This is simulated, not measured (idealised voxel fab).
Documented hereafter: the process module known as voxel self aligned vias.
Section shown: cut. Width: 210 nm. Cell size: 5 nm, square.
Think of the cross-section as a grid of square cells. We describe it in bands, top to bottom, and each band covers one or more rows of those cells.
First you get the band's top height and its bottom height, in nm, and then the materials it's made of, left to right, with each width in nm. If you see a single material with "all across", that one covers the band edge to edge. "empty" is empty space.
The reference from which all heights are counted is 0, the level beneath which the as-received wafer is entirely one material; the lowest band, having no lower bound, proceeds downward and is written after the example "from 0 down".
Think of "30..40" as a width that walks from the first number to the second as you go down the band, top row to bottom row, taking equal-sized steps from row to row.
A step reported as "nothing changed" is a step in which no cell of the cross-section changed.
In the "Closed void table" entry, you get each enclosed empty space of 8 cells or more, one with no open way to the top, written width x height at distance, distance from the left edge, in nm.
Text after the settings on a step's line: the simulator's own remark on that step.
"overlay nm" on a masked step: distance the mask lay right of its planned place, negative for left.
**The process steps that were planned are listed below**
1 RECEIVE,material Si
2 CONFORMAL_DEP,material SiO2,thk nm 10
3 CONFORMAL_DEP,material SiCN,thk nm 5
4 DIRECTIONAL_DEP,material lowk,thk nm 25
5 MASKED_ETCH,tone open,mask id LINES,width nm 20,pitch nm 60,etch materials lowk,depth nm 25,overlay nm 0
6 CONFORMAL_DEP,material TiN,thk nm 5
7 FILL_DEP,material W,thk nm 10
8 CMP,height nm 40
9 SELECTIVE_ETCH,etch materials W Ru TiN,depth nm 10
10 FILL_DEP,material SiN,thk nm 10
11 CMP,height nm 40
12 DIRECTIONAL_DEP,material lowk,thk nm 20
13 MASKED_ETCH,tone open,mask id VIAS,width nm 40,pitch nm 60,etch materials lowk,depth nm 20,overlay nm 0
14 MASKED_ETCH,tone open,mask id VIAS,width nm 40,pitch nm 60,etch materials SiN,depth nm 10,overlay nm 0
15 CONFORMAL_DEP,material TiN,thk nm 5
16 FILL_DEP,material Ru,thk nm 5
17 CMP,height nm 60
18 CONFORMAL_DEP,material SiN,thk nm 5
For clarity, it should be stated that the wafers under discussion commence in an identical condition and differ with respect to the width nm of step 5, the plan indicating the value that the first wafer had.
**As received, i.e. after step 1: cross-section through the first of several wafers**
* from 0 down: Si all across
* Closed void table: none
**Table: wafers, a row each; end-of-module cell change per material since receipt, gain (+), loss (-); then closed voids**
width nm 20 | +66 Ru | +42 SiCN | +42 SiN | +84 SiO2 | +78 TiN | +12 W | +222 lowk | Closed void table: none
width nm 25 | +72 Ru | +42 SiCN | +42 SiN | +84 SiO2 | +81 TiN | +18 W | +207 lowk | Closed void table: none
width nm 30 | +78 Ru | +42 SiCN | +42 SiN | +84 SiO2 | +84 TiN | +24 W | +192 lowk | Closed void table: none
width nm 35 | +84 Ru | +42 SiCN | +42 SiN | +84 SiO2 | +87 TiN | +30 W | +177 lowk | Closed void table: none
width nm 40 | +90 Ru | +42 SiCN | +42 SiN | +84 SiO2 | +90 TiN | +36 W | +162 lowk | Closed void table: none
width nm 45 | +90 Ru | +42 SiCN | +48 SiN | +84 SiO2 | +93 TiN | +42 W | +147 lowk | Closed void table: none
